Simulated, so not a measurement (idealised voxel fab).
Process module under the name voxel capacitor over wiring
For reference, the cross-section in this document is cut, with width 180 nm and square cells of 5 nm.
In this document a cross-section is written as a grid of square cells. It is given as a series of bands, listed from the top down, and a band is one or more rows of cells.
This entry defines a band. It first specifies the height of the band's top and the height of its bottom in nm, and then specifies the band's materials from left to right, stating each material with its width in nm. The word "all across" identifies a single material that fills the band from edge to edge, while the word "blank" identifies empty space.
Heights are expressed relative to 0, this being the level below which the as-received wafer comprises one material exclusively. The lowest band is unbounded in the downward direction and is denoted as in "from 0 down".
Quick explanation for "30 to 40": the width changes in equal steps down the rows of cells, from the first number in the band's top row to the second number in its bottom row.
Step marked "nothing altered"? Then no cell in the cross-section changed in it.
You'll see "Sealed voids" listing empty spaces that have no way open to the top, as long as they're 8 cells or more; the notation is width x height at distance, where the distance is from the left edge, and all of it is in nm.
What comes after the settings on a step's line is commentary from the simulator itself on that step.
The setting "overlay nm" may be written on the line of a step. When the step uses a mask, the value reports how far to the right of the planned place the mask lay, and a negative value reports that it lay to the left.
Listed below are the process steps as planned
1) RECEIVE,material Si
2) CONFORMAL_DEP,material SiO2,thk nm 15
3) CONFORMAL_DEP,material SiN,thk nm 5
4) DIRECTIONAL_DEP,material lowk,thk nm 15
5) PATTERN,tone open,mask id METAL_1,material resist,width nm 30,pitch nm 85,thk nm 20,overlay nm 0
6) DIRECTIONAL_ETCH,etch materials lowk,depth nm 15
7) DIRECTIONAL_ETCH,etch materials SiN,depth nm 5
8) STRIP,etch materials resist
9) CONFORMAL_DEP,material TiN,thk nm 5
10) FILL_DEP,material Ru,thk nm 10
11) CMP,height nm 35
12) CONFORMAL_DEP,material SiCN,thk nm 5
13) DIRECTIONAL_DEP,material lowk,thk nm 15
14) DIRECTIONAL_DEP,material aC,thk nm 10
15) PATTERN,tone open,mask id PLUG_1,material resist,width nm 15,thk nm 25,overlay nm 0
16) DIRECTIONAL_ETCH,etch materials aC,depth nm 10
17) STRIP,etch materials resist
18) DIRECTIONAL_ETCH,etch materials lowk,depth nm 15
19) DIRECTIONAL_ETCH,etch materials SiCN,depth nm 5
20) STRIP,etch materials aC
21) CONFORMAL_DEP,material TiN,thk nm 5
22) FILL_DEP,material W,thk nm 10
23) CMP,height nm 55
24) DIRECTIONAL_DEP,material TiN,thk nm 5
25) DIRECTIONAL_DEP,material Al2O3,thk nm 5
26) DIRECTIONAL_DEP,material TiN,thk nm 10
27) PATTERN,tone cover,mask id UPPER_PLATE,material resist,width nm 60,thk nm 15,overlay nm 0
28) DIRECTIONAL_ETCH,etch materials TiN,depth nm 10
29) DIRECTIONAL_ETCH,etch materials Al2O3,depth nm 5
30) STRIP,etch materials resist
31) MASKED_ETCH,tone cover,mask id LOWER_PLATE,width nm 70,etch materials TiN,depth nm 5,overlay nm 0
32) FILL_DEP,material SiO2,thk nm 20
33) CMP,height nm 90
34) MASKED_ETCH,tone open,mask id PLUG_2,width nm 15,etch materials SiO2,depth nm 15,overlay nm 0
35) CONFORMAL_DEP,material TiN,thk nm 5
36) FILL_DEP,material W,thk nm 10
37) CMP,height nm 90
38) CONFORMAL_DEP,material SiN,thk nm 5
As-received wafer cross-section (after step 1)
from 0 down: Si all across
Sealed voids: none
Starting wafer: above. Plan: above. Run: one mistake. Cross-section after the module: below
from 95 to 90: SiN all across
from 90 to 80: 55 nm SiO2; 5 nm TiN; 5 nm W; 5 nm TiN; 110 nm SiO2
from 80 to 75: 55 nm SiO2; 15 nm TiN; 110 nm SiO2
from 75 to 65: 45 nm SiO2; 60 nm TiN; 75 nm SiO2
from 65 to 60: 45 nm SiO2; 60 nm Al2O3; 75 nm SiO2
from 60 to 55: 40 nm SiO2; 70 nm TiN; 70 nm SiO2
from 55 to 40: 45 nm lowk; 5 nm TiN; 5 nm W; 5 nm TiN; 120 nm lowk
from 40 to 35: 45 nm SiCN; 15 nm TiN; 120 nm SiCN
from 35 to 30: 35 nm TiN; 20 nm Ru; 65 nm TiN; 20 nm Ru; 40 nm TiN
from 30 to 20: 30 nm lowk; 5 nm TiN; 20 nm Ru; 5 nm TiN; 55 nm lowk; 5 nm TiN; 20 nm Ru; 5 nm TiN; 35 nm lowk
from 20 to 15: 30 nm SiN; 30 nm TiN; 55 nm SiN; 30 nm TiN; 35 nm SiN
from 15 to 0: SiO2 all across
from 0 down: Si all across
Sealed voids: none
Heads up, the wafer didn't run the way we planned it: step 4, actual vs plan mismatch, actual run DIRECTIONAL_DEP,material lowk,thk nm 10
